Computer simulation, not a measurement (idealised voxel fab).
The process module presented herein is designated voxel transistor to metal.
Cross-section cut: width 215 nm, square cells of 5 nm.
A cross-section is written here as square cells arranged in a grid, and it is given in bands from the top down, each band taking up one or more rows of cells. Quick guide to a band line: top height, bottom height (nm) up front; then every material left to right with its width in nm. Only one material and it's marked "everywhere"? Then it fills the band edge to edge. And "blank" just means empty space. Ref level 0: as-received wafer is one material below here. Bottom band extends down with no lower bound ("top 0, no bottom"). The two numbers in a width such as "30->40" mark its ends across the band: the first belongs to the top row of cells, the second to the bottom row, and from each row to the next the width moves by the same amount. "remained unchanged" -> step changed no cross-section cell. Basically, "Closed void roster" tells you about the enclosed voids: empty spaces with no open way to the top, 8 cells or bigger, each written width x height at distance, where distance is from the left edge, all in nm. It should be noted that, on the line of a given step, the content following the step's settings is a remark produced by the simulator itself with respect to that step. overlay nm, on a step with a mask: how far to the right of its planned place the mask lay; to the left if negative.
### Below is the list of planned process steps
- 1: op RECEIVE | material Si
- 2: op CONFORMAL_DEP | material SiO2 | thk nm 5
- 3: op CONFORMAL_DEP | material SiN | thk nm 10
- 4: op MASKED_ETCH | tone cover | mask id ACTIVE | width nm 105 | etch materials SiN | depth nm 10 | overlay nm 0
- 5: op MASKED_ETCH | tone cover | mask id ACTIVE | width nm 105 | etch materials SiO2 | depth nm 5 | overlay nm 0
- 6: op MASKED_ETCH | tone cover | mask id ACTIVE | width nm 105 | etch materials Si | depth nm 20 | overlay nm 0
- 7: op FILL_DEP | material SiO2 | thk nm 10
- 8: op CMP | height nm 15
- 9: op SELECTIVE_ETCH | etch materials SiO2 | depth nm 10
- 10: op STRIP | etch materials SiN
- 11: op SELECTIVE_ETCH | etch materials SiO2 | depth nm 5
- 12: op OXIDIZE | depth nm 5
- 13: op DIRECTIONAL_DEP | material polySi | thk nm 30
- 14: op DIRECTIONAL_DEP | material SiCN | thk nm 10
- 15: op PATTERN | tone cover | mask id GATE | material resist | width nm 25 | thk nm 20 | overlay nm 0
- 16: op DIRECTIONAL_ETCH | etch materials SiCN | depth nm 20
- 17: op DIRECTIONAL_ETCH | etch materials polySi | depth nm 40
- 18: op STRIP | etch materials resist
- 19: op CONFORMAL_DEP | material SiN | thk nm 5
- 20: op DIRECTIONAL_ETCH | etch materials SiN | depth nm 5
- 21: op DIRECTIONAL_ETCH | etch materials SiO2 | depth nm 5
- 22: op EPI | material pSi | thk nm 5
- 23: op FILL_DEP | material SiO2 | thk nm 10
- 24: op CMP | height nm 30
- 25: op STRIP | etch materials polySi
- 26: op SELECTIVE_ETCH | etch materials SiO2 | depth nm 5
- 27: op CONFORMAL_DEP | material HfO2 | thk nm 5
- 28: op CONFORMAL_DEP | material TiN | thk nm 5
- 29: op FILL_DEP | material W | thk nm 5
- 30: op CMP | height nm 25
- 31: op DIRECTIONAL_DEP | material SiO2 | thk nm 15
- 32: op PATTERN | tone open | mask id CONTACT | material resist | width nm 15 | pitch nm 70 | thk nm 15 | overlay nm 0
- 33: op DIRECTIONAL_ETCH | etch materials SiO2 | depth nm 40
- 34: op STRIP | etch materials resist
- 35: op CONFORMAL_DEP | material TiN | thk nm 5
- 36: op FILL_DEP | material Ru | thk nm 5
- 37: op CMP | height nm 40
- 38: op DIRECTIONAL_DEP | material TiN | thk nm 5
- 39: op DIRECTIONAL_DEP | material W | thk nm 15
- 40: op DIRECTIONAL_DEP | material aC | thk nm 15
- 41: op PATTERN | tone cover | mask id METAL_1 | material resist | width nm 15 | pitch nm 70 | thk nm 35 | overlay nm 0
- 42: op DIRECTIONAL_ETCH | etch materials aC | depth nm 15
- 43: op STRIP | etch materials resist
- 44: op DIRECTIONAL_ETCH | etch materials W | depth nm 15
- 45: op DIRECTIONAL_ETCH | etch materials TiN | depth nm 5
- 46: op STRIP | etch materials aC
- 47: op CONFORMAL_DEP | material SiCN | thk nm 5
- 48: op FILL_DEP | material lowk | thk nm 5
- 49: op CMP | height nm 60
- 50: op CONFORMAL_DEP | material SiN | thk nm 5
### First of two wafers - as planned
### as received, after step 1
> top 0, no bottom | Si everywhere
> Closed void roster: none
### Step 2 complete: cross-section through the wafer
> top 5, bottom 0 | SiO2 everywhere
> Below 0, no change.
### Step 3 complete: cross-section through the wafer
> top 15, bottom 5 | SiN everywhere
> Below 5, no change.
### Step 4 complete: cross-section through the wafer
> top 15, bottom 5 | blank 55  SiN 105  blank 55
> Below 5, no change.
### Step 5 complete: cross-section through the wafer
> top 15, bottom 5 | blank 55  SiN 105  blank 55
> top 5, bottom 0 | blank 55  SiO2 105  blank 55
> Below 0, no change.
### Step 6 complete: cross-section through the wafer
> top 15, bottom 5 | blank 55  SiN 105  blank 55
> top 5, bottom 0 | blank 55  SiO2 105  blank 55
> top 0, bottom -20 | blank 55  Si 105  blank 55
> Below -20, no change.
### Step 7 complete: cross-section through the wafer
> top 25, bottom 15 | SiO2 everywhere
> top 15, bottom 5 | SiO2 55  SiN 105  SiO2 55
> top 5, bottom 0 | SiO2 everywhere
> top 0, bottom -20 | SiO2 55  Si 105  SiO2 55
> Below -20, no change.
### Step 8 complete: cross-section through the wafer
> top 15, bottom 5 | SiO2 55  SiN 105  SiO2 55
> Below 5, no change.
### Step 9 complete: cross-section through the wafer
> top 15, bottom 5 | blank 55  SiN 105  blank 55
> Below 5, no change.
### Step 10 complete: cross-section through the wafer
> top 5, bottom 0 | SiO2 everywhere
> Below 0, no change.
### Step 11 complete: cross-section through the wafer
> top 0, bottom -20 | SiO2 55  Si 105  SiO2 55
> Below -20, no change.
### Step 12 complete: cross-section through the wafer
> top 0, bottom -5 | SiO2 everywhere
> Below -5, no change.
### Step 13 complete: cross-section through the wafer
> top 30, bottom 0 | polySi everywhere
> Below 0, no change.
### Step 14 complete: cross-section through the wafer
> top 40, bottom 30 | SiCN everywhere
> Below 30, no change.
### Step 15 complete: cross-section through the wafer
> top 60, bottom 40 | blank 95  resist 25  blank 95
> Below 40, no change.
### Step 16 complete: cross-section through the wafer
> top 60, bottom 40 | blank 95  resist 25  blank 95
> top 40, bottom 30 | blank 95  SiCN 25  blank 95
> Below 30, no change.
### Step 17 complete: cross-section through the wafer
> top 60, bottom 40 | blank 95  resist 25  blank 95
> top 40, bottom 30 | blank 95  SiCN 25  blank 95
> top 30, bottom 0 | blank 95  polySi 25  blank 95
> Below 0, no change.
### Step 18 complete: cross-section through the wafer
> top 40, bottom 30 | blank 95  SiCN 25  blank 95
> Below 30, no change.
### Step 19 complete: cross-section through the wafer
> top 45, bottom 40 | blank 90  SiN 35  blank 90
> top 40, bottom 30 | blank 90  SiN 5  SiCN 25  SiN 5  blank 90
> top 30, bottom 5 | blank 90  SiN 5  polySi 25  SiN 5  blank 90
> top 5, bottom 0 | SiN 95  polySi 25  SiN 95
> Below 0, no change.
### Step 20 complete: cross-section through the wafer
> top 40, bottom 30 | blank 90  SiN 5  SiCN 25  SiN 5  blank 90
> top 30, bottom 0 | blank 90  SiN 5  polySi 25  SiN 5  blank 90
> Below 0, no change.
### Step 21 complete: cross-section through the wafer
> top 40, bottom 30 | blank 90  SiN 5  SiCN 25  SiN 5  blank 90
> top 30, bottom 0 | blank 90  SiN 5  polySi 25  SiN 5  blank 90
> top 0, bottom -5 | blank 90  SiO2 35  blank 90
> Below -5, no change.
### Step 22 complete: cross-section through the wafer
> top 40, bottom 30 | blank 90  SiN 5  SiCN 25  SiN 5  blank 90
> top 30, bottom 0 | blank 90  SiN 5  polySi 25  SiN 5  blank 90
> top 0, bottom -5 | blank 50  pSi 40  SiO2 35  pSi 40  blank 50
> Below -5, no change.
### Step 23 complete: cross-section through the wafer
> top 50, bottom 40 | SiO2 everywhere
> top 40, bottom 30 | SiO2 90  SiN 5  SiCN 25  SiN 5  SiO2 90
> top 30, bottom 0 | SiO2 90  SiN 5  polySi 25  SiN 5  SiO2 90
> top 0, bottom -5 | SiO2 50  pSi 40  SiO2 35  pSi 40  SiO2 50
> Below -5, no change.
### Step 24 complete: cross-section through the wafer
> top 30, bottom 0 | SiO2 90  SiN 5  polySi 25  SiN 5  SiO2 90
> Below 0, no change.
### Step 25 complete: cross-section through the wafer
> top 30, bottom 0 | SiO2 90  SiN 5  blank 25  SiN 5  SiO2 90
> Below 0, no change.
### Step 26 complete: cross-section through the wafer
> top 30, bottom 25 | blank 90  SiN 5  blank 25  SiN 5  blank 90
> top 25, bottom 0 | SiO2 90  SiN 5  blank 25  SiN 5  SiO2 90
> top 0, bottom -5 | SiO2 50  pSi 40  blank 35  pSi 40  SiO2 50
> Below -5, no change.
### Step 27 complete: cross-section through the wafer
> top 35, bottom 30 | blank 85  HfO2 15  blank 15  HfO2 15  blank 85
> top 30, bottom 25 | HfO2 90  SiN 5  HfO2 5  blank 15  HfO2 5  SiN 5  HfO2 90
> top 25, bottom 0 | SiO2 90  SiN 5  HfO2 5  blank 15  HfO2 5  SiN 5  SiO2 90
> top 0, bottom -5 | SiO2 50  pSi 40  HfO2 35  pSi 40  SiO2 50
> Below -5, no change.
### Step 28 complete: cross-section through the wafer
> top 40, bottom 35 | blank 80  TiN 25  blank 5  TiN 25  blank 80
> top 35, bottom 30 | TiN 85  HfO2 15  TiN 5  blank 5  TiN 5  HfO2 15  TiN 85
> top 30, bottom 25 | HfO2 90  SiN 5  HfO2 5  TiN 5  blank 5  TiN 5  HfO2 5  SiN 5  HfO2 90
> top 25, bottom 5 | SiO2 90  SiN 5  HfO2 5  TiN 5  blank 5  TiN 5  HfO2 5  SiN 5  SiO2 90
> top 5, bottom 0 | SiO2 90  SiN 5  HfO2 5  TiN 15  HfO2 5  SiN 5  SiO2 90
> Below 0, no change.
### Step 29 complete: cross-section through the wafer
> top 45, bottom 40 | W everywhere
> top 40, bottom 35 | W 80  TiN 25  W 5  TiN 25  W 80
> top 35, bottom 30 | TiN 85  HfO2 15  TiN 5  W 5  TiN 5  HfO2 15  TiN 85
> top 30, bottom 25 | HfO2 90  SiN 5  HfO2 5  TiN 5  W 5  TiN 5  HfO2 5  SiN 5  HfO2 90
> top 25, bottom 5 | SiO2 90  SiN 5  HfO2 5  TiN 5  W 5  TiN 5  HfO2 5  SiN 5  SiO2 90
> Below 5, no change.
### Step 30 complete: cross-section through the wafer
> top 25, bottom 5 | SiO2 90  SiN 5  HfO2 5  TiN 5  W 5  TiN 5  HfO2 5  SiN 5  SiO2 90
> Below 5, no change.
### Step 31 complete: cross-section through the wafer
> top 40, bottom 25 | SiO2 everywhere
> Below 25, no change.
### Step 32 complete: cross-section through the wafer
> top 55, bottom 40 | resist 65  blank 15  resist 55  blank 15  resist 65
> Below 40, no change.
### Step 33 complete: cross-section through the wafer
> top 55, bottom 40 | resist 65  blank 15  resist 55  blank 15  resist 65
> top 40, bottom 25 | SiO2 65  blank 15  SiO2 55  blank 15  SiO2 65
> top 25, bottom 5 | SiO2 65  blank 15  SiO2 10  SiN 5  HfO2 5  TiN 5  W 5  TiN 5  HfO2 5  SiN 5  SiO2 10  blank 15  SiO2 65
> top 5, bottom 0 | SiO2 65  blank 15  SiO2 10  SiN 5  HfO2 5  TiN 15  HfO2 5  SiN 5  SiO2 10  blank 15  SiO2 65
> Below 0, no change.
### Step 34 complete: cross-section through the wafer
> top 40, bottom 25 | SiO2 65  blank 15  SiO2 55  blank 15  SiO2 65
> Below 25, no change.
### Step 35 complete: cross-section through the wafer
> top 45, bottom 40 | TiN 70  blank 5  TiN 65  blank 5  TiN 70
> top 40, bottom 25 | SiO2 65  TiN 5  blank 5  TiN 5  SiO2 55  TiN 5  blank 5  TiN 5  SiO2 65
> top 25, bottom 5 | SiO2 65  TiN 5  blank 5  TiN 5  SiO2 10  SiN 5  HfO2 5  TiN 5  W 5  TiN 5  HfO2 5  SiN 5  SiO2 10  TiN 5  blank 5  TiN 5  SiO2 65
> top 5, bottom 0 | SiO2 65  TiN 15  SiO2 10  SiN 5  HfO2 5  TiN 15  HfO2 5  SiN 5  SiO2 10  TiN 15  SiO2 65
> Below 0, no change.
### Step 36 complete: cross-section through the wafer
> top 50, bottom 45 | Ru everywhere
> top 45, bottom 40 | TiN 70  Ru 5  TiN 65  Ru 5  TiN 70
> top 40, bottom 25 | SiO2 65  TiN 5  Ru 5  TiN 5  SiO2 55  TiN 5  Ru 5  TiN 5  SiO2 65
> top 25, bottom 5 | SiO2 65  TiN 5  Ru 5  TiN 5  SiO2 10  SiN 5  HfO2 5  TiN 5  W 5  TiN 5  HfO2 5  SiN 5  SiO2 10  TiN 5  Ru 5  TiN 5  SiO2 65
> Below 5, no change.
### Step 37 complete: cross-section through the wafer
> top 40, bottom 25 | SiO2 65  TiN 5  Ru 5  TiN 5  SiO2 55  TiN 5  Ru 5  TiN 5  SiO2 65
> Below 25, no change.
### Step 38 complete: cross-section through the wafer
> top 45, bottom 40 | TiN everywhere
> Below 40, no change.
### Step 39 complete: cross-section through the wafer
> top 60, bottom 45 | W everywhere
> Below 45, no change.
### Step 40 complete: cross-section through the wafer
> top 75, bottom 60 | aC everywhere
> Below 60, no change.
### Step 41 complete: cross-section through the wafer
> top 110, bottom 75 | blank 65  resist 15  blank 55  resist 15  blank 65
> Below 75, no change.
### Step 42 complete: cross-section through the wafer
> top 95, bottom 75 | blank 65  resist 15  blank 55  resist 15  blank 65
> top 75, bottom 60 | blank 65  aC 15  blank 55  aC 15  blank 65
> Below 60, no change.
### Step 43 complete: cross-section through the wafer
> top 75, bottom 60 | blank 65  aC 15  blank 55  aC 15  blank 65
> Below 60, no change.
### Step 44 complete: cross-section through the wafer
> top 75, bottom 60 | blank 65  aC 15  blank 55  aC 15  blank 65
> top 60, bottom 45 | blank 65  W 15  blank 55  W 15  blank 65
> Below 45, no change.
### Step 45 complete: cross-section through the wafer
> top 75, bottom 60 | blank 65  aC 15  blank 55  aC 15  blank 65
> top 60, bottom 45 | blank 65  W 15  blank 55  W 15  blank 65
> top 45, bottom 40 | blank 65  TiN 15  blank 55  TiN 15  blank 65
> Below 40, no change.
### Step 46 complete: cross-section through the wafer
> top 60, bottom 45 | blank 65  W 15  blank 55  W 15  blank 65
> Below 45, no change.
### Step 47 complete: cross-section through the wafer
> top 65, bottom 60 | blank 60  SiCN 25  blank 45  SiCN 25  blank 60
> top 60, bottom 45 | blank 60  SiCN 5  W 15  SiCN 5  blank 45  SiCN 5  W 15  SiCN 5  blank 60
> top 45, bottom 40 | SiCN 65  TiN 15  SiCN 55  TiN 15  SiCN 65
> Below 40, no change.
### Step 48 complete: cross-section through the wafer
> top 70, bottom 65 | lowk everywhere
> top 65, bottom 60 | lowk 60  SiCN 25  lowk 45  SiCN 25  lowk 60
> top 60, bottom 45 | lowk 60  SiCN 5  W 15  SiCN 5  lowk 45  SiCN 5  W 15  SiCN 5  lowk 60
> Below 45, no change.
### Step 49 complete: cross-section through the wafer
> top 60, bottom 45 | lowk 60  SiCN 5  W 15  SiCN 5  lowk 45  SiCN 5  W 15  SiCN 5  lowk 60
> Below 45, no change.
### Step 50 complete: cross-section through the wafer
> top 65, bottom 60 | SiN everywhere
> Below 60, no change.
### What follows concerns the second wafer, which started out like the first and was meant to follow the very same plan; one mistake crept in when it was run, but everything up to and including step 14 is the same as for the first wafer
### Second wafer at the planned finish of step 15, seen in cross-section
> top 60, bottom 40 | blank 105  resist 25  blank 85
> Below 40, no change.
### Second wafer at the planned finish of step 16, seen in cross-section
> top 60, bottom 40 | blank 105  resist 25  blank 85
> top 40, bottom 30 | blank 105  SiCN 25  blank 85
> Below 30, no change.
### Second wafer at the planned finish of step 17, seen in cross-section
> top 60, bottom 40 | blank 105  resist 25  blank 85
> top 40, bottom 30 | blank 105  SiCN 25  blank 85
> top 30, bottom 0 | blank 105  polySi 25  blank 85
> Below 0, no change.
### Second wafer at the planned finish of step 18, seen in cross-section
> top 40, bottom 30 | blank 105  SiCN 25  blank 85
> Below 30, no change.
### Second wafer at the planned finish of step 19, seen in cross-section
> top 45, bottom 40 | blank 100  SiN 35  blank 80
> top 40, bottom 30 | blank 100  SiN 5  SiCN 25  SiN 5  blank 80
> top 30, bottom 5 | blank 100  SiN 5  polySi 25  SiN 5  blank 80
> top 5, bottom 0 | SiN 105  polySi 25  SiN 85
> Below 0, no change.
### Second wafer at the planned finish of step 20, seen in cross-section
> top 40, bottom 30 | blank 100  SiN 5  SiCN 25  SiN 5  blank 80
> top 30, bottom 0 | blank 100  SiN 5  polySi 25  SiN 5  blank 80
> Below 0, no change.
### Second wafer at the planned finish of step 21, seen in cross-section
> top 40, bottom 30 | blank 100  SiN 5  SiCN 25  SiN 5  blank 80
> top 30, bottom 0 | blank 100  SiN 5  polySi 25  SiN 5  blank 80
> top 0, bottom -5 | blank 100  SiO2 35  blank 80
> Below -5, no change.
### Second wafer at the planned finish of step 22, seen in cross-section
> top 40, bottom 30 | blank 100  SiN 5  SiCN 25  SiN 5  blank 80
> top 30, bottom 0 | blank 100  SiN 5  polySi 25  SiN 5  blank 80
> top 0, bottom -5 | blank 50  pSi 50  SiO2 35  pSi 30  blank 50
> Below -5, no change.
### Second wafer at the planned finish of step 23, seen in cross-section
> top 50, bottom 40 | SiO2 everywhere
> top 40, bottom 30 | SiO2 100  SiN 5  SiCN 25  SiN 5  SiO2 80
> top 30, bottom 0 | SiO2 100  SiN 5  polySi 25  SiN 5  SiO2 80
> top 0, bottom -5 | SiO2 50  pSi 50  SiO2 35  pSi 30  SiO2 50
> Below -5, no change.
### Second wafer at the planned finish of step 24, seen in cross-section
> top 30, bottom 0 | SiO2 100  SiN 5  polySi 25  SiN 5  SiO2 80
> Below 0, no change.
### Second wafer at the planned finish of step 25, seen in cross-section
> top 30, bottom 0 | SiO2 100  SiN 5  blank 25  SiN 5  SiO2 80
> Below 0, no change.
### Second wafer at the planned finish of step 26, seen in cross-section
> top 30, bottom 25 | blank 100  SiN 5  blank 25  SiN 5  blank 80
> top 25, bottom 0 | SiO2 100  SiN 5  blank 25  SiN 5  SiO2 80
> top 0, bottom -5 | SiO2 50  pSi 50  blank 35  pSi 30  SiO2 50
> Below -5, no change.
### Second wafer at the planned finish of step 27, seen in cross-section
> top 35, bottom 30 | blank 95  HfO2 15  blank 15  HfO2 15  blank 75
> top 30, bottom 25 | HfO2 100  SiN 5  HfO2 5  blank 15  HfO2 5  SiN 5  HfO2 80
> top 25, bottom 0 | SiO2 100  SiN 5  HfO2 5  blank 15  HfO2 5  SiN 5  SiO2 80
> top 0, bottom -5 | SiO2 50  pSi 50  HfO2 35  pSi 30  SiO2 50
> Below -5, no change.
### Second wafer at the planned finish of step 28, seen in cross-section
> top 40, bottom 35 | blank 90  TiN 25  blank 5  TiN 25  blank 70
> top 35, bottom 30 | TiN 95  HfO2 15  TiN 5  blank 5  TiN 5  HfO2 15  TiN 75
> top 30, bottom 25 | HfO2 100  SiN 5  HfO2 5  TiN 5  blank 5  TiN 5  HfO2 5  SiN 5  HfO2 80
> top 25, bottom 5 | SiO2 100  SiN 5  HfO2 5  TiN 5  blank 5  TiN 5  HfO2 5  SiN 5  SiO2 80
> top 5, bottom 0 | SiO2 100  SiN 5  HfO2 5  TiN 15  HfO2 5  SiN 5  SiO2 80
> Below 0, no change.
### Second wafer at the planned finish of step 29, seen in cross-section
> top 45, bottom 40 | W everywhere
> top 40, bottom 35 | W 90  TiN 25  W 5  TiN 25  W 70
> top 35, bottom 30 | TiN 95  HfO2 15  TiN 5  W 5  TiN 5  HfO2 15  TiN 75
> top 30, bottom 25 | HfO2 100  SiN 5  HfO2 5  TiN 5  W 5  TiN 5  HfO2 5  SiN 5  HfO2 80
> top 25, bottom 5 | SiO2 100  SiN 5  HfO2 5  TiN 5  W 5  TiN 5  HfO2 5  SiN 5  SiO2 80
> Below 5, no change.
### Second wafer at the planned finish of step 30, seen in cross-section
> top 25, bottom 5 | SiO2 100  SiN 5  HfO2 5  TiN 5  W 5  TiN 5  HfO2 5  SiN 5  SiO2 80
> Below 5, no change.
### Second wafer at the planned finish of step 31, seen in cross-section
> top 40, bottom 25 | SiO2 everywhere
> Below 25, no change.
### Second wafer at the planned finish of step 32, seen in cross-section
> top 55, bottom 40 | resist 65  blank 15  resist 55  blank 15  resist 65
> Below 40, no change.
### Second wafer at the planned finish of step 33, seen in cross-section
> top 55, bottom 40 | resist 65  blank 15  resist 55  blank 15  resist 65
> top 40, bottom 25 | SiO2 65  blank 15  SiO2 55  blank 15  SiO2 65
> top 25, bottom 5 | SiO2 65  blank 15  SiO2 20  SiN 5  HfO2 5  TiN 5  W 5  TiN 5  HfO2 5  SiN 5  blank 15  SiO2 65
> top 5, bottom 0 | SiO2 65  blank 15  SiO2 20  SiN 5  HfO2 5  TiN 15  HfO2 5  SiN 5  blank 15  SiO2 65
> Below 0, no change.
### Second wafer at the planned finish of step 34, seen in cross-section
> top 40, bottom 25 | SiO2 65  blank 15  SiO2 55  blank 15  SiO2 65
> Below 25, no change.
### Second wafer at the planned finish of step 35, seen in cross-section
> top 45, bottom 40 | TiN 70  blank 5  TiN 65  blank 5  TiN 70
> top 40, bottom 25 | SiO2 65  TiN 5  blank 5  TiN 5  SiO2 55  TiN 5  blank 5  TiN 5  SiO2 65
> top 25, bottom 5 | SiO2 65  TiN 5  blank 5  TiN 5  SiO2 20  SiN 5  HfO2 5  TiN 5  W 5  TiN 5  HfO2 5  SiN 5  TiN 5  blank 5  TiN 5  SiO2 65
> top 5, bottom 0 | SiO2 65  TiN 15  SiO2 20  SiN 5  HfO2 5  TiN 15  HfO2 5  SiN 5  TiN 15  SiO2 65
> Below 0, no change.
### Second wafer at the planned finish of step 36, seen in cross-section
> top 50, bottom 45 | Ru everywhere
> top 45, bottom 40 | TiN 70  Ru 5  TiN 65  Ru 5  TiN 70
> top 40, bottom 25 | SiO2 65  TiN 5  Ru 5  TiN 5  SiO2 55  TiN 5  Ru 5  TiN 5  SiO2 65
> top 25, bottom 5 | SiO2 65  TiN 5  Ru 5  TiN 5  SiO2 20  SiN 5  HfO2 5  TiN 5  W 5  TiN 5  HfO2 5  SiN 5  TiN 5  Ru 5  TiN 5  SiO2 65
> Below 5, no change.
### Second wafer at the planned finish of step 37, seen in cross-section
> top 40, bottom 25 | SiO2 65  TiN 5  Ru 5  TiN 5  SiO2 55  TiN 5  Ru 5  TiN 5  SiO2 65
> Below 25, no change.
### Second wafer at the planned finish of step 38, seen in cross-section
> top 45, bottom 40 | TiN everywhere
> Below 40, no change.
### Second wafer at the planned finish of step 39, seen in cross-section
> top 60, bottom 45 | W everywhere
> Below 45, no change.
### Second wafer at the planned finish of step 40, seen in cross-section
> top 75, bottom 60 | aC everywhere
> Below 60, no change.
### Second wafer at the planned finish of step 41, seen in cross-section
> top 110, bottom 75 | blank 65  resist 15  blank 55  resist 15  blank 65
> Below 75, no change.
### Second wafer at the planned finish of step 42, seen in cross-section
> top 95, bottom 75 | blank 65  resist 15  blank 55  resist 15  blank 65
> top 75, bottom 60 | blank 65  aC 15  blank 55  aC 15  blank 65
> Below 60, no change.
### Second wafer at the planned finish of step 43, seen in cross-section
> top 75, bottom 60 | blank 65  aC 15  blank 55  aC 15  blank 65
> Below 60, no change.
### Second wafer at the planned finish of step 44, seen in cross-section
> top 75, bottom 60 | blank 65  aC 15  blank 55  aC 15  blank 65
> top 60, bottom 45 | blank 65  W 15  blank 55  W 15  blank 65
> Below 45, no change.
### Second wafer at the planned finish of step 45, seen in cross-section
> top 75, bottom 60 | blank 65  aC 15  blank 55  aC 15  blank 65
> top 60, bottom 45 | blank 65  W 15  blank 55  W 15  blank 65
> top 45, bottom 40 | blank 65  TiN 15  blank 55  TiN 15  blank 65
> Below 40, no change.
### Second wafer at the planned finish of step 46, seen in cross-section
> top 60, bottom 45 | blank 65  W 15  blank 55  W 15  blank 65
> Below 45, no change.
### Second wafer at the planned finish of step 47, seen in cross-section
> top 65, bottom 60 | blank 60  SiCN 25  blank 45  SiCN 25  blank 60
> top 60, bottom 45 | blank 60  SiCN 5  W 15  SiCN 5  blank 45  SiCN 5  W 15  SiCN 5  blank 60
> top 45, bottom 40 | SiCN 65  TiN 15  SiCN 55  TiN 15  SiCN 65
> Below 40, no change.
### Second wafer at the planned finish of step 48, seen in cross-section
> top 70, bottom 65 | lowk everywhere
> top 65, bottom 60 | lowk 60  SiCN 25  lowk 45  SiCN 25  lowk 60
> top 60, bottom 45 | lowk 60  SiCN 5  W 15  SiCN 5  lowk 45  SiCN 5  W 15  SiCN 5  lowk 60
> Below 45, no change.
### Second wafer at the planned finish of step 49, seen in cross-section
> top 60, bottom 45 | lowk 60  SiCN 5  W 15  SiCN 5  lowk 45  SiCN 5  W 15  SiCN 5  lowk 60
> Below 45, no change.
### Second wafer at the planned finish of step 50, seen in cross-section
> top 65, bottom 60 | SiN everywhere
> Below 60, no change.
Want to know what went wrong? it should be noted that step 15 was executed with settings other than those planned, the operation and settings actually applied being op PATTERN | tone cover | mask id GATE | material resist | width nm 25 | thk nm 20 | overlay nm 10
Heads up: at the end the two wafers have identical cell counts per material, they're just laid out differently.
